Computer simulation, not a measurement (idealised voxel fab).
Proc. module: voxel spacer lines
We display cut, a cross-section 225 nm in width whose square cells are each 5 nm.
When this document writes out a cross-section, it uses a grid of square cells and lists it as bands, beginning at the top and moving down, with a band standing for one or more rows of cells.
Heads up on the band format: heights come first, top then bottom, in nm. After that it's the materials left to right, each with its width in nm. A single material flagged "full width" fills the whole band edge to edge, and "blank" means there's empty space there.
Heights are measured from 0, the level below which the as-received wafer is all one material; the lowest band has no bottom and continues downward, written as in "top 0, no bottom".
The two numbers in a width such as "30 to 40" mark its ends across the band: the first belongs to the top row of cells, the second to the bottom row, and from each row to the next the width moves by the same amount.
Reading "nothing was modified" for a step: not a cell of the cross-section changed in it.
Basically, "Fully enclosed voids" tells you about the enclosed voids: empty spaces with no open way to the top, 8 cells or bigger, each written width x height at distance, where distance is from the left edge, all in nm.
Text after the settings on a step's line: the simulator's own remark on that step.
The setting "overlay nm" may be written on the line of a step. When the step uses a mask, the value reports how far to the right of the planned place the mask lay, and a negative value reports that it lay to the left.

### Steps planned for the process
1,RECEIVE,material Si
2,CONFORMAL_DEP,material Al2O3,thk nm 10
3,DIRECTIONAL_DEP,material polySi,thk nm 10
4,DIRECTIONAL_DEP,material aC,thk nm 25
5,PATTERN,tone cover,mask id MANDREL,material resist,width nm 25,pitch nm 70,thk nm 30,overlay nm 0
6,DIRECTIONAL_ETCH,etch materials aC,depth nm 25
7,STRIP,etch materials resist
8,CONFORMAL_DEP,material SiO2,thk nm 10
9,DIRECTIONAL_ETCH,etch materials SiO2,depth nm 10
10,STRIP,etch materials aC
11,DIRECTIONAL_ETCH,etch materials polySi,depth nm 5
12,STRIP,etch materials SiO2
Wafers differ in depth nm at step 11; plan lists the first wafer's value; identical starting state.

### As received, i.e. after step 1: cross-section through the first of several wafers
	top 0, no bottom  Si full width
	Fully enclosed voids: none

### Tabulated below, wafer by wafer, are the end-of-module results: for each material, the number of cells gained (+) or lost (-) relative to the as-received state, followed by the closed voids
depth nm 5; +90 Al2O3; +53 polySi; Fully enclosed voids: none
depth nm 10; +90 Al2O3; +16 polySi; Fully enclosed voids: none
depth nm 15; +90 Al2O3; +16 polySi; Fully enclosed voids: none
depth nm 20; +90 Al2O3; +16 polySi; Fully enclosed voids: none
depth nm 25; +90 Al2O3; +16 polySi; Fully enclosed voids: none
